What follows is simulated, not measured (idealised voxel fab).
process module | voxel ribs on slabs
cross-section cut | 300 nm wide | cells 5 nm
A cross-section is a grid of square cells, given in bands from the top down. A band is one or more rows of cells.
Each band's line starts with the height of the band's top and of its bottom, in nm. Then come its materials from left to right, each with its width in nm. One material with "throughout" fills the band from edge to edge. "air" is empty space.
Height 0 is the level under which the wafer as received is all one material. The lowest band goes on downwards, as in "0 down".
A width such as "30 to 40" changes by the same amount from each row of cells to the next, from the band's top row to its bottom row.
"no change" after a step means that no cell of the cross-section changed.
closed voids: empty space of 8 cells or more with no open way to the top, each as width x height at its distance from the left edge, in nm
after a step's settings: what the simulator itself notes on the step
overlay nm, on a step with a mask: how far to the right of its planned place the mask lay; to the left if negative
plan
1 op RECEIVE | material Si
2 op DIRECTIONAL_DEP | material SiO2 | thk nm 30
3 op DIRECTIONAL_DEP | material SiN | thk nm 25
4 op MASKED_ETCH | tone cover | mask id RIB | width nm 20 | etch materials SiN | depth nm 20 | overlay nm 0
5 op MASKED_ETCH | tone cover | mask id SLAB | width nm 60 | etch materials SiN | depth nm 5 | overlay nm 0
6 op FILL_DEP | material SiO2 | thk nm 25
7 op CMP | height nm 75
8 op DIRECTIONAL_DEP | material W | thk nm 5
9 op MASKED_ETCH | tone cover | mask id HEATER | width nm 30 | etch materials W | depth nm 5 | overlay nm 0
10 op CONFORMAL_DEP | material SiO2 | thk nm 5
first wafer, as planned
as received, after step 1
  0 down: Si throughout
  closed voids: none
after step 2
  30 to 0: SiO2 throughout
  below 0: unchanged
after step 3
  55 to 30: SiN throughout
  below 30: unchanged
after step 4
  55 to 35: air 140 | SiN 20 | air 140
  below 35: unchanged
after step 5
  55 to 35: air 140 | SiN 20 | air 140
  35 to 30: air 120 | SiN 60 | air 120
  below 30: unchanged
after step 6
  80 to 55: SiO2 throughout
  55 to 35: SiO2 140 | SiN 20 | SiO2 140
  35 to 30: SiO2 120 | SiN 60 | SiO2 120
  below 30: unchanged
after step 7
  75 to 55: SiO2 throughout
  below 55: unchanged
after step 8
  80 to 75: W throughout
  below 75: unchanged
after step 9
  80 to 75: air 135 | W 30 | air 135
  below 75: unchanged
after step 10
  85 to 80: air 130 | SiO2 40 | air 130
  80 to 75: SiO2 135 | W 30 | SiO2 135
  below 75: unchanged
second wafer: like start, like plan, one mistake. Through step 4 it matches the first wafer
when step 5 should have ended
  55 to 35: air 140 | SiN 20 | air 140
  35 to 30: air 125 | SiN 50 | air 125
  below 30: unchanged
when step 6 should have ended
  80 to 55: SiO2 throughout
  55 to 35: SiO2 140 | SiN 20 | SiO2 140
  35 to 30: SiO2 125 | SiN 50 | SiO2 125
  below 30: unchanged
when step 7 should have ended
  75 to 55: SiO2 throughout
  below 55: unchanged
when step 8 should have ended
  80 to 75: W throughout
  below 75: unchanged
when step 9 should have ended
  80 to 75: air 135 | W 30 | air 135
  below 75: unchanged
when step 10 should have ended
  85 to 80: air 130 | SiO2 40 | air 130
  80 to 75: SiO2 135 | W 30 | SiO2 135
  below 75: unchanged
what went wrong: step 5 ran as: op MASKED_ETCH | tone cover | mask id SLAB | width nm 50 | etch materials SiN | depth nm 5 | overlay nm 0
at the end the second wafer has, in cells: 2 fewer of SiN | 2 more of SiO2
